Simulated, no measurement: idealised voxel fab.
This section sets out a process module, namely voxel gate over fins.
Cross-section cut: width 255 nm, square cells of 5 nm.
A cross-section is written here as square cells arranged in a grid, and it is given in bands from the top down, each band taking up one or more rows of cells. Heads up on the band format: heights come first, top then bottom, in nm. After that it's the materials left to right, each with its width in nm. A single material flagged "all across" fills the whole band edge to edge, and "empty" means there's empty space there. Height is counted from the level 0, under which the received wafer is composed throughout of one material. The lowest of the bands is not closed at the bottom but continues downward, in the notation "0..down". A width given as "30->40" starts at the first number in the band's top row and ends at the second number in its bottom row, shifting by an equal amount at every step from row to row. You'll sometimes find "changes: none" written for a step, and that's the way of saying that nowhere in the cross-section did a cell change during that step. Listed in "Encapsulated voids": every empty space of 8 or more cells without an open way to the top. Form: width x height at distance, the distance being from the left edge, all in nm. Note: text after step settings on the step line = simulator remark on that step. "overlay nm" answers the question of how far to the right of plan the mask lay on a step that has a mask, and when it is negative the answer is to the left.

### Here's what the planned process steps look like
step 1: RECEIVE | material Si
step 2: CONFORMAL_DEP | material SiN | thk nm 10
step 3: MASKED_ETCH | tone cover | mask id FINS | width nm 15 | pitch nm 60 | etch materials SiN | depth nm 10 | overlay nm 0
step 4: MASKED_ETCH | tone cover | mask id FINS | width nm 15 | pitch nm 60 | etch materials Si | depth nm 35 | overlay nm 0
step 5: OXIDIZE | depth nm 5
step 6: FILL_DEP | material SiO2 | thk nm 10
step 7: CMP | height nm 10
step 8: PATTERN | tone open | mask id RAIL | material resist | width nm 15 | thk nm 20 | overlay nm 0
step 9: DIRECTIONAL_ETCH | etch materials SiO2 | depth nm 40
step 10: STRIP | etch materials resist
step 11: CONFORMAL_DEP | material TiN | thk nm 5
step 12: FILL_DEP | material Ru | thk nm 5
step 13: CMP | height nm 10
step 14: SELECTIVE_ETCH | etch materials W Ru TiN | depth nm 30
step 15: FILL_DEP | material SiO2 | thk nm 5
step 16: CMP | height nm 10
step 17: SELECTIVE_ETCH | etch materials SiO2 | depth nm 25
step 18: STRIP | etch materials SiN
step 19: CONFORMAL_DEP | material HfO2 | thk nm 5
step 20: CONFORMAL_DEP | material TiN | thk nm 5
step 21: FILL_DEP | material W | thk nm 15
step 22: CMP | height nm 20
step 23: CONFORMAL_DEP | material SiCN | thk nm 10

### First of the two wafers, run per plan

### Shown in cross-section is the wafer as received, that is, as it stands after step 1
	0..down  Si all across
	Encapsulated voids: none

### Presented here is a cross-section of the wafer after step 2 has been performed
	10..0  SiN all across
	Whatever lies below 0 is exactly as it was before.

### Presented here is a cross-section of the wafer after step 3 has been performed
	10..0  60 nm empty / 15 nm SiN / 45 nm empty / 15 nm SiN / 45 nm empty / 15 nm SiN / 60 nm empty
	Whatever lies below 0 is exactly as it was before.

### Presented here is a cross-section of the wafer after step 4 has been performed
	10..0  60 nm empty / 15 nm SiN / 45 nm empty / 15 nm SiN / 45 nm empty / 15 nm SiN / 60 nm empty
	0..-35  60 nm empty / 15 nm Si / 45 nm empty / 15 nm Si / 45 nm empty / 15 nm Si / 60 nm empty
	Whatever lies below -35 is exactly as it was before.

### Presented here is a cross-section of the wafer after step 5 has been performed
	10..0  60 nm empty / 15 nm SiN / 45 nm empty / 15 nm SiN / 45 nm empty / 15 nm SiN / 60 nm empty
	0..-35  60 nm empty / 5 nm SiO2 / 5 nm Si / 5 nm SiO2 / 45 nm empty / 5 nm SiO2 / 5 nm Si / 5 nm SiO2 / 45 nm empty / 5 nm SiO2 / 5 nm Si / 5 nm SiO2 / 60 nm empty
	-35..-40  65 nm SiO2 / 5 nm Si / 55 nm SiO2 / 5 nm Si / 55 nm SiO2 / 5 nm Si / 65 nm SiO2
	Whatever lies below -40 is exactly as it was before.

### Presented here is a cross-section of the wafer after step 6 has been performed
	20..10  SiO2 all across
	10..0  60 nm SiO2 / 15 nm SiN / 45 nm SiO2 / 15 nm SiN / 45 nm SiO2 / 15 nm SiN / 60 nm SiO2
	0..-40  65 nm SiO2 / 5 nm Si / 55 nm SiO2 / 5 nm Si / 55 nm SiO2 / 5 nm Si / 65 nm SiO2
	Whatever lies below -40 is exactly as it was before.

### Presented here is a cross-section of the wafer after step 7 has been performed
	10..0  60 nm SiO2 / 15 nm SiN / 45 nm SiO2 / 15 nm SiN / 45 nm SiO2 / 15 nm SiN / 60 nm SiO2
	Whatever lies below 0 is exactly as it was before.

### Presented here is a cross-section of the wafer after step 8 has been performed
	30..10  90 nm resist / 15 nm empty / 150 nm resist
	Whatever lies below 10 is exactly as it was before.

### Presented here is a cross-section of the wafer after step 9 has been performed
	30..10  90 nm resist / 15 nm empty / 150 nm resist
	10..0  60 nm SiO2 / 15 nm SiN / 15 nm SiO2 / 15 nm empty / 15 nm SiO2 / 15 nm SiN / 45 nm SiO2 / 15 nm SiN / 60 nm SiO2
	0..-30  65 nm SiO2 / 5 nm Si / 20 nm SiO2 / 15 nm empty / 20 nm SiO2 / 5 nm Si / 55 nm SiO2 / 5 nm Si / 65 nm SiO2
	Whatever lies below -30 is exactly as it was before.

### Presented here is a cross-section of the wafer after step 10 has been performed
	10..0  60 nm SiO2 / 15 nm SiN / 15 nm SiO2 / 15 nm empty / 15 nm SiO2 / 15 nm SiN / 45 nm SiO2 / 15 nm SiN / 60 nm SiO2
	Whatever lies below 0 is exactly as it was before.

### Presented here is a cross-section of the wafer after step 11 has been performed
	15..10  95 nm TiN / 5 nm empty / 155 nm TiN
	10..0  60 nm SiO2 / 15 nm SiN / 15 nm SiO2 / 5 nm TiN / 5 nm empty / 5 nm TiN / 15 nm SiO2 / 15 nm SiN / 45 nm SiO2 / 15 nm SiN / 60 nm SiO2
	0..-25  65 nm SiO2 / 5 nm Si / 20 nm SiO2 / 5 nm TiN / 5 nm empty / 5 nm TiN / 20 nm SiO2 / 5 nm Si / 55 nm SiO2 / 5 nm Si / 65 nm SiO2
	-25..-30  65 nm SiO2 / 5 nm Si / 20 nm SiO2 / 15 nm TiN / 20 nm SiO2 / 5 nm Si / 55 nm SiO2 / 5 nm Si / 65 nm SiO2
	Whatever lies below -30 is exactly as it was before.

### Presented here is a cross-section of the wafer after step 12 has been performed
	20..15  Ru all across
	15..10  95 nm TiN / 5 nm Ru / 155 nm TiN
	10..0  60 nm SiO2 / 15 nm SiN / 15 nm SiO2 / 5 nm TiN / 5 nm Ru / 5 nm TiN / 15 nm SiO2 / 15 nm SiN / 45 nm SiO2 / 15 nm SiN / 60 nm SiO2
	0..-25  65 nm SiO2 / 5 nm Si / 20 nm SiO2 / 5 nm TiN / 5 nm Ru / 5 nm TiN / 20 nm SiO2 / 5 nm Si / 55 nm SiO2 / 5 nm Si / 65 nm SiO2
	Whatever lies below -25 is exactly as it was before.

### Presented here is a cross-section of the wafer after step 13 has been performed
	10..0  60 nm SiO2 / 15 nm SiN / 15 nm SiO2 / 5 nm TiN / 5 nm Ru / 5 nm TiN / 15 nm SiO2 / 15 nm SiN / 45 nm SiO2 / 15 nm SiN / 60 nm SiO2
	Whatever lies below 0 is exactly as it was before.

### Presented here is a cross-section of the wafer after step 14 has been performed
	10..0  60 nm SiO2 / 15 nm SiN / 15 nm SiO2 / 15 nm empty / 15 nm SiO2 / 15 nm SiN / 45 nm SiO2 / 15 nm SiN / 60 nm SiO2
	0..-20  65 nm SiO2 / 5 nm Si / 20 nm SiO2 / 15 nm empty / 20 nm SiO2 / 5 nm Si / 55 nm SiO2 / 5 nm Si / 65 nm SiO2
	Whatever lies below -20 is exactly as it was before.

### Presented here is a cross-section of the wafer after step 15 has been performed
	15..10  SiO2 all across
	10..0  60 nm SiO2 / 15 nm SiN / 45 nm SiO2 / 15 nm SiN / 45 nm SiO2 / 15 nm SiN / 60 nm SiO2
	0..-20  65 nm SiO2 / 5 nm Si / 55 nm SiO2 / 5 nm Si / 55 nm SiO2 / 5 nm Si / 65 nm SiO2
	Whatever lies below -20 is exactly as it was before.

### Presented here is a cross-section of the wafer after step 16 has been performed
	10..0  60 nm SiO2 / 15 nm SiN / 45 nm SiO2 / 15 nm SiN / 45 nm SiO2 / 15 nm SiN / 60 nm SiO2
	Whatever lies below 0 is exactly as it was before.

### Presented here is a cross-section of the wafer after step 17 has been performed
	10..0  60 nm empty / 15 nm SiN / 45 nm empty / 15 nm SiN / 45 nm empty / 15 nm SiN / 60 nm empty
	0..-15  65 nm empty / 5 nm Si / 55 nm empty / 5 nm Si / 55 nm empty / 5 nm Si / 65 nm empty
	Whatever lies below -15 is exactly as it was before.

### Presented here is a cross-section of the wafer after step 18 has been performed
	0..-15  65 nm empty / 5 nm Si / 55 nm empty / 5 nm Si / 55 nm empty / 5 nm Si / 65 nm empty
	Whatever lies below -15 is exactly as it was before.

### Presented here is a cross-section of the wafer after step 19 has been performed
	5..0  60 nm empty / 15 nm HfO2 / 45 nm empty / 15 nm HfO2 / 45 nm empty / 15 nm HfO2 / 60 nm empty
	0..-10  60 nm empty / 5 nm HfO2 / 5 nm Si / 5 nm HfO2 / 45 nm empty / 5 nm HfO2 / 5 nm Si / 5 nm HfO2 / 45 nm empty / 5 nm HfO2 / 5 nm Si / 5 nm HfO2 / 60 nm empty
	-10..-15  65 nm HfO2 / 5 nm Si / 55 nm HfO2 / 5 nm Si / 55 nm HfO2 / 5 nm Si / 65 nm HfO2
	Whatever lies below -15 is exactly as it was before.

### Presented here is a cross-section of the wafer after step 20 has been performed
	10..5  55 nm empty / 25 nm TiN / 35 nm empty / 25 nm TiN / 35 nm empty / 25 nm TiN / 55 nm empty
	5..0  55 nm empty / 5 nm TiN / 15 nm HfO2 / 5 nm TiN / 35 nm empty / 5 nm TiN / 15 nm HfO2 / 5 nm TiN / 35 nm empty / 5 nm TiN / 15 nm HfO2 / 5 nm TiN / 55 nm empty
	0..-5  55 nm empty / 5 nm TiN / 5 nm HfO2 / 5 nm Si / 5 nm HfO2 / 5 nm TiN / 35 nm empty / 5 nm TiN / 5 nm HfO2 / 5 nm Si / 5 nm HfO2 / 5 nm TiN / 35 nm empty / 5 nm TiN / 5 nm HfO2 / 5 nm Si / 5 nm HfO2 / 5 nm TiN / 55 nm empty
	-5..-10  60 nm TiN / 5 nm HfO2 / 5 nm Si / 5 nm HfO2 / 45 nm TiN / 5 nm HfO2 / 5 nm Si / 5 nm HfO2 / 45 nm TiN / 5 nm HfO2 / 5 nm Si / 5 nm HfO2 / 60 nm TiN
	Whatever lies below -10 is exactly as it was before.

### Presented here is a cross-section of the wafer after step 21 has been performed
	25..10  W all across
	10..5  55 nm W / 25 nm TiN / 35 nm W / 25 nm TiN / 35 nm W / 25 nm TiN / 55 nm W
	5..0  55 nm W / 5 nm TiN / 15 nm HfO2 / 5 nm TiN / 35 nm W / 5 nm TiN / 15 nm HfO2 / 5 nm TiN / 35 nm W / 5 nm TiN / 15 nm HfO2 / 5 nm TiN / 55 nm W
	0..-5  55 nm W / 5 nm TiN / 5 nm HfO2 / 5 nm Si / 5 nm HfO2 / 5 nm TiN / 35 nm W / 5 nm TiN / 5 nm HfO2 / 5 nm Si / 5 nm HfO2 / 5 nm TiN / 35 nm W / 5 nm TiN / 5 nm HfO2 / 5 nm Si / 5 nm HfO2 / 5 nm TiN / 55 nm W
	Whatever lies below -5 is exactly as it was before.

### Presented here is a cross-section of the wafer after step 22 has been performed
	20..10  W all across
	Whatever lies below 10 is exactly as it was before.

### Presented here is a cross-section of the wafer after step 23 has been performed
	30..20  SiCN all across
	Whatever lies below 20 is exactly as it was before.

### Second of two: same start, same plan, one run error; steps up to and including 2 match the first

### Cross-section, second wafer, at the end time the plan gives for step 3
	10..0  60 nm SiN / 15 nm empty / 45 nm SiN / 15 nm empty / 45 nm SiN / 15 nm empty / 60 nm SiN
	Whatever lies below 0 is exactly as it was before.

Cross-section, second wafer, at the end time the plan gives for step 4: changes: none

### Cross-section, second wafer, at the end time the plan gives for step 5
	10..0  60 nm SiN / 15 nm empty / 45 nm SiN / 15 nm empty / 45 nm SiN / 15 nm empty / 60 nm SiN
	0..-5  55 nm Si / 25 nm SiO2 / 35 nm Si / 25 nm SiO2 / 35 nm Si / 25 nm SiO2 / 55 nm Si
	Whatever lies below -5 is exactly as it was before.

### Cross-section, second wafer, at the end time the plan gives for step 6
	20..10  SiO2 all across
	10..0  60 nm SiN / 15 nm SiO2 / 45 nm SiN / 15 nm SiO2 / 45 nm SiN / 15 nm SiO2 / 60 nm SiN
	Whatever lies below 0 is exactly as it was before.

### Cross-section, second wafer, at the end time the plan gives for step 7
	10..0  60 nm SiN / 15 nm SiO2 / 45 nm SiN / 15 nm SiO2 / 45 nm SiN / 15 nm SiO2 / 60 nm SiN
	Whatever lies below 0 is exactly as it was before.

### Cross-section, second wafer, at the end time the plan gives for step 8
	30..10  90 nm resist / 15 nm empty / 150 nm resist
	Whatever lies below 10 is exactly as it was before.

Cross-section, second wafer, at the end time the plan gives for step 9: changes: none

### Cross-section, second wafer, at the end time the plan gives for step 10
	10..0  60 nm SiN / 15 nm SiO2 / 45 nm SiN / 15 nm SiO2 / 45 nm SiN / 15 nm SiO2 / 60 nm SiN
	Whatever lies below 0 is exactly as it was before.

### Cross-section, second wafer, at the end time the plan gives for step 11
	15..10  TiN all across
	Whatever lies below 10 is exactly as it was before.

### Cross-section, second wafer, at the end time the plan gives for step 12
	20..15  Ru all across
	Whatever lies below 15 is exactly as it was before.

### Cross-section, second wafer, at the end time the plan gives for step 13
	10..0  60 nm SiN / 15 nm SiO2 / 45 nm SiN / 15 nm SiO2 / 45 nm SiN / 15 nm SiO2 / 60 nm SiN
	Whatever lies below 0 is exactly as it was before.

Cross-section, second wafer, at the end time the plan gives for step 14: changes: none

### Cross-section, second wafer, at the end time the plan gives for step 15
	15..10  SiO2 all across
	Whatever lies below 10 is exactly as it was before.

### Cross-section, second wafer, at the end time the plan gives for step 16
	10..0  60 nm SiN / 15 nm SiO2 / 45 nm SiN / 15 nm SiO2 / 45 nm SiN / 15 nm SiO2 / 60 nm SiN
	Whatever lies below 0 is exactly as it was before.

### Cross-section, second wafer, at the end time the plan gives for step 17
	10..0  60 nm SiN / 15 nm empty / 45 nm SiN / 15 nm empty / 45 nm SiN / 15 nm empty / 60 nm SiN
	0..-5  55 nm Si / 25 nm empty / 35 nm Si / 25 nm empty / 35 nm Si / 25 nm empty / 55 nm Si
	Whatever lies below -5 is exactly as it was before.

### Cross-section, second wafer, at the end time the plan gives for step 18
	0..-5  55 nm Si / 25 nm empty / 35 nm Si / 25 nm empty / 35 nm Si / 25 nm empty / 55 nm Si
	Whatever lies below -5 is exactly as it was before.

### Cross-section, second wafer, at the end time the plan gives for step 19
	5..0  60 nm HfO2 / 15 nm empty / 45 nm HfO2 / 15 nm empty / 45 nm HfO2 / 15 nm empty / 60 nm HfO2
	0..-5  55 nm Si / 25 nm HfO2 / 35 nm Si / 25 nm HfO2 / 35 nm Si / 25 nm HfO2 / 55 nm Si
	Whatever lies below -5 is exactly as it was before.

### Cross-section, second wafer, at the end time the plan gives for step 20
	10..5  65 nm TiN / 5 nm empty / 55 nm TiN / 5 nm empty / 55 nm TiN / 5 nm empty / 65 nm TiN
	5..0  60 nm HfO2 / 15 nm TiN / 45 nm HfO2 / 15 nm TiN / 45 nm HfO2 / 15 nm TiN / 60 nm HfO2
	Whatever lies below 0 is exactly as it was before.

### Cross-section, second wafer, at the end time the plan gives for step 21
	25..10  W all across
	10..5  65 nm TiN / 5 nm W / 55 nm TiN / 5 nm W / 55 nm TiN / 5 nm W / 65 nm TiN
	Whatever lies below 5 is exactly as it was before.

### Cross-section, second wafer, at the end time the plan gives for step 22
	20..10  W all across
	Whatever lies below 10 is exactly as it was before.

### Cross-section, second wafer, at the end time the plan gives for step 23
	30..20  SiCN all across
	Whatever lies below 20 is exactly as it was before.
Deviation from plan: step 3: run off-plan, actual operation and settings MASKED_ETCH | tone open | mask id FINS | width nm 15 | pitch nm 60 | etch materials SiN | depth nm 10 | overlay nm 0
The final cell counts differ between the wafers, with the second having more or fewer of some materials than the first: HfO2: 12 fewer, Ru: 1 fewer, Si: 369 more, SiO2: 234 fewer, TiN: 17 fewer, W: 105 fewer
